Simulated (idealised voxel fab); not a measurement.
process module | voxel transistor to metal
Each square cell in cross-section cut measures 5 nm, and the section as a whole is 205 nm wide.
Cross-section spec: square-cell grid; bands listed top down; each band is one or more rows. Heads up on the band format: heights come first, top then bottom, in nm. After that it's the materials left to right, each with its width in nm. A single material flagged "edge to edge" fills the whole band edge to edge, and "blank" means there's empty space there. The level at which height equals 0 is the one under which the wafer, as it arrives, is entirely one material. No lower edge exists for the bottom band, which continues downward and is notated as in "top 0, no bottom". The expression "30->40" gives the width at the extremes of the band, the first number at its top row of cells and the second at its bottom row, with the width changing by equal amounts from each row to the next in between. Step marked "remained the same"? Then no cell in the cross-section changed in it. The label "Entrapped voids" introduces a list of the empty spaces, 8 cells or larger, that have no open way up to the top; each entry in it reads width x height at distance, where the distance is taken from the left edge and all three are stated in nm. Whatever follows a step's settings on its line is a remark the simulator itself makes about that step. overlay nm: mask offset rightward from planned place, masked step; negative means leftward offset.

The following list gives the planned process steps:
1) op RECEIVE | material Si
2) op OXIDIZE | depth nm 5
3) op CONFORMAL_DEP | material SiN | thk nm 15
4) op PATTERN | tone cover | mask id ACTIVE | material resist | width nm 100 | thk nm 15 | overlay nm 0
5) op DIRECTIONAL_ETCH | etch materials SiN | depth nm 15
6) op DIRECTIONAL_ETCH | etch materials SiO2 | depth nm 5
7) op DIRECTIONAL_ETCH | etch materials Si | depth nm 30
8) op STRIP | etch materials resist
9) op OXIDIZE | depth nm 5
10) op FILL_DEP | material SiO2 | thk nm 10
11) op CMP | height nm 15
12) op SELECTIVE_ETCH | etch materials SiO2 | depth nm 5
13) op STRIP | etch materials SiN
14) op SELECTIVE_ETCH | etch materials SiO2 | depth nm 5
15) op OXIDIZE | depth nm 5
16) op DIRECTIONAL_DEP | material polySi | thk nm 30
17) op DIRECTIONAL_DEP | material SiCN | thk nm 15
18) op MASKED_ETCH | tone cover | mask id GATE | width nm 20 | etch materials SiCN | depth nm 25 | overlay nm 0
19) op MASKED_ETCH | tone cover | mask id GATE | width nm 20 | etch materials polySi | depth nm 40 | overlay nm 0
20) op CONFORMAL_DEP | material SiN | thk nm 10
21) op DIRECTIONAL_ETCH | etch materials SiN | depth nm 10
22) op DIRECTIONAL_ETCH | etch materials SiO2 | depth nm 5
23) op DIRECTIONAL_ETCH | etch materials Si | depth nm 10
24) op EPI | material SiGe | thk nm 15
25) op FILL_DEP | material SiO2 | thk nm 10
26) op CMP | height nm 40
27) op DIRECTIONAL_DEP | material SiO2 | thk nm 10
28) op PATTERN | tone open | mask id CONTACT | material resist | width nm 20 | pitch nm 70 | thk nm 15 | overlay nm 0
29) op DIRECTIONAL_ETCH | etch materials SiO2 | depth nm 55
30) op STRIP | etch materials resist
31) op CONFORMAL_DEP | material TiN | thk nm 5
32) op FILL_DEP | material W | thk nm 10
33) op CMP | height nm 50
34) op DIRECTIONAL_DEP | material TiN | thk nm 5
35) op DIRECTIONAL_DEP | material Ru | thk nm 25
36) op MASKED_ETCH | tone cover | mask id METAL_1 | width nm 20 | pitch nm 70 | etch materials Ru | depth nm 25 | overlay nm 0
37) op MASKED_ETCH | tone cover | mask id METAL_1 | width nm 20 | pitch nm 70 | etch materials TiN | depth nm 5 | overlay nm 0
38) op FILL_DEP | material SiO2 | thk nm 5
39) op CMP | height nm 80
40) op CONFORMAL_DEP | material SiN | thk nm 5

Cross-section of the incoming wafer, state after step 1:
  top 0, no bottom = Si edge to edge
  Entrapped voids: none

Result of the module, cross-sectioned: start per above, plan per above, one error in how it was run:
  top 85, bottom 80 = SiN edge to edge
  top 80, bottom 55 = SiO2 55 / Ru 20 / SiO2 50 / Ru 20 / SiO2 60
  top 55, bottom 50 = SiO2 55 / TiN 20 / SiO2 50 / TiN 20 / SiO2 60
  top 50, bottom 40 = SiO2 55 / TiN 5 / W 10 / TiN 5 / SiO2 50 / TiN 5 / W 10 / TiN 5 / SiO2 60
  top 40, bottom 35 = SiO2 55 / TiN 5 / W 10 / TiN 5 / SiO2 5 / SiN 10 / SiCN 20 / SiN 10 / SiO2 5 / TiN 5 / W 10 / TiN 5 / SiO2 60
  top 35, bottom 5 = SiO2 55 / TiN 5 / W 10 / TiN 5 / SiO2 5 / SiN 10 / polySi 20 / SiN 10 / SiO2 5 / TiN 5 / W 10 / TiN 5 / SiO2 60
  top 5, bottom 0 = SiO2 45 / SiN 10 / TiN 5 / W 10 / TiN 5 / SiO2 50 / TiN 5 / W 10 / TiN 5 / SiN 10 / SiO2 50
  top 0, bottom -5 = SiO2 45 / SiN 10 / TiN 20 / SiO2 50 / TiN 20 / SiN 10 / SiO2 50
  top -5, bottom -20 = SiGe 45 / SiO2 110 / SiGe 50
  top -20, bottom -40 = Si 45 / SiO2 110 / Si 50
  top -40, no bottom = Si edge to edge
  Entrapped voids: none
what went wrong: step 4 ran differently from the plan; actual operation with settings: op PATTERN | tone open | mask id ACTIVE | material resist | width nm 100 | thk nm 15 | overlay nm 0
